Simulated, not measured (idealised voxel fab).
The following process module bears the name voxel tone inversion.
Shown is cross-section cut, with a width of 295 nm and square cells of size 5 nm.
Cross-section layout: square cells on a grid; listed as bands, top to bottom; a band spans one or more cell rows. Top, bottom (nm), then materials left to right with widths (nm); lone material tagged "full width" fills the whole band edge to edge; "empty" = empty space. Ref level 0: as-received wafer is one material below here. Bottom band extends down with no lower bound ("top 0, no bottom"). You'd read "30 to 40" like this: the band's top row of cells is as wide as the first number, its bottom row is as wide as the second, and going down, every row changes width by the same amount as the row before did. A step reported as "nothing got changed" is a step in which no cell of the cross-section changed. "Trapped voids" lists enclosed empty spaces (at least 8 cells, no open path upward to the top), each as width x height at distance from the left edge, in nm. Text after the settings on a step's line: the simulator's own remark on that step. overlay nm: how far to the right of its planned place the mask lay on this masked step (negative: to the left).

-- Below is the list of planned process steps
1) RECEIVE | material Si
2) CONFORMAL_DEP | material SiCN | thk nm 10
3) DIRECTIONAL_DEP | material polySi | thk nm 25
4) PATTERN | tone cover | mask id POSTS | material resist | width nm 25 | pitch nm 45 | thk nm 35 | overlay nm 0
5) DIRECTIONAL_ETCH | etch materials polySi | depth nm 25
6) STRIP | etch materials resist
7) FILL_DEP | material lowk | thk nm 5
8) CMP | height nm 35
9) STRIP | etch materials polySi
10) CONFORMAL_DEP | material TiN | thk nm 5
11) FILL_DEP | material Cu | thk nm 5
12) CMP | height nm 35
13) CONFORMAL_DEP | material SiCN | thk nm 5

-- Cross-section of the wafer upon arrival, representing the state reached after step 1
top 0, no bottom | Si full width
Trapped voids: none

-- Figure: cross-sectional view of the wafer upon completion of the module, processed from the initial state and according to the plan depicted above, with one error introduced during execution
top 40, bottom 35 | SiCN full width
top 35, bottom 15 | lowk (70), TiN (5), Cu (5), TiN (5), lowk (30), TiN (5), Cu (5), TiN (5), lowk (30), TiN (5), Cu (5), TiN (5), lowk (30), TiN (5), Cu (5), TiN (5), lowk (75)
top 15, bottom 10 | lowk (70), TiN (15), lowk (30), TiN (15), lowk (30), TiN (15), lowk (30), TiN (15), lowk (75)
top 10, bottom 0 | SiCN full width
top 0, no bottom | Si full width
Trapped voids: none
What was done differently from what was planned? step 4 was not run as planned; what actually ran was PATTERN | tone cover | mask id POSTS | material resist | width nm 15 | pitch nm 45 | thk nm 35 | overlay nm 0
